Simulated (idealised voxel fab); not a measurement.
The name of this process module is voxel tone inversion.
Each square cell in cross-section cut measures 5 nm, and the section as a whole is 240 nm wide.
How to read a cross-section here: the picture is a grid of square cells, written as bands going from the top down, and any band can span one or more rows of cells. What a band's entry tells you: where the top is and where the bottom is, as heights in nm, and after that what lies inside, material by material from left to right, each with its width in nm. Empty space is written as the word "air", and a single material marked with the word "everywhere" occupies the band from edge to edge. Note: height 0 marks the level under which the wafer is uniformly one material as received. Lowest band unbounded below, written "0 -> down". Quick explanation for "30->40": the width changes in equal steps down the rows of cells, from the first number in the band's top row to the second number in its bottom row. A step reported as "nothing changed" is a step in which no cell of the cross-section changed. Listed in "Cavities, closed": every empty space of 8 or more cells without an open way to the top. Form: width x height at distance, the distance being from the left edge, all in nm. Note: text after step settings on the step line = simulator remark on that step. On any step carrying a mask, the "overlay nm" setting, if present on the step's line, tells how far right of its planned place the mask lay; negative values point to the left.
**The planned process steps are enumerated hereunder**
1,RECEIVE,material Si
2,CONFORMAL_DEP,material SiCN,thk nm 10
3,DIRECTIONAL_DEP,material aC,thk nm 20
4,PATTERN,tone cover,mask id POSTS,material resist,width nm 20,pitch nm 45,thk nm 25,overlay nm 0
5,DIRECTIONAL_ETCH,etch materials aC,depth nm 20
6,STRIP,etch materials resist
7,FILL_DEP,material SiO2,thk nm 10
8,CMP,height nm 30
9,STRIP,etch materials aC
10,CONFORMAL_DEP,material TiN,thk nm 5
11,FILL_DEP,material Cu,thk nm 10
12,CMP,height nm 30
13,CONFORMAL_DEP,material SiCN,thk nm 5
**Shown in cross-section is the wafer as received, that is, as it stands after step 1**
* 0 -> down  Si everywhere
* Cavities, closed: none
**This is how the wafer looks in cross-section once the module is done, given the starting state and plan above and one mistake in carrying the plan out**
* 35 -> 30  SiCN everywhere
* 30 -> 25  90 nm TiN, then 10 nm Cu, then 35 nm TiN, then 10 nm Cu, then 95 nm TiN
* 25 -> 15  85 nm SiO2, then 5 nm TiN, then 10 nm Cu, then 5 nm TiN, then 25 nm SiO2, then 5 nm TiN, then 10 nm Cu, then 5 nm TiN, then 90 nm SiO2
* 15 -> 10  85 nm SiO2, then 20 nm TiN, then 25 nm SiO2, then 20 nm TiN, then 90 nm SiO2
* 10 -> 0  SiCN everywhere
* 0 -> down  Si everywhere
* Cavities, closed: none
Against the plan, the run slipped here: contrary to plan, step 8 was performed as CMP,height nm 25
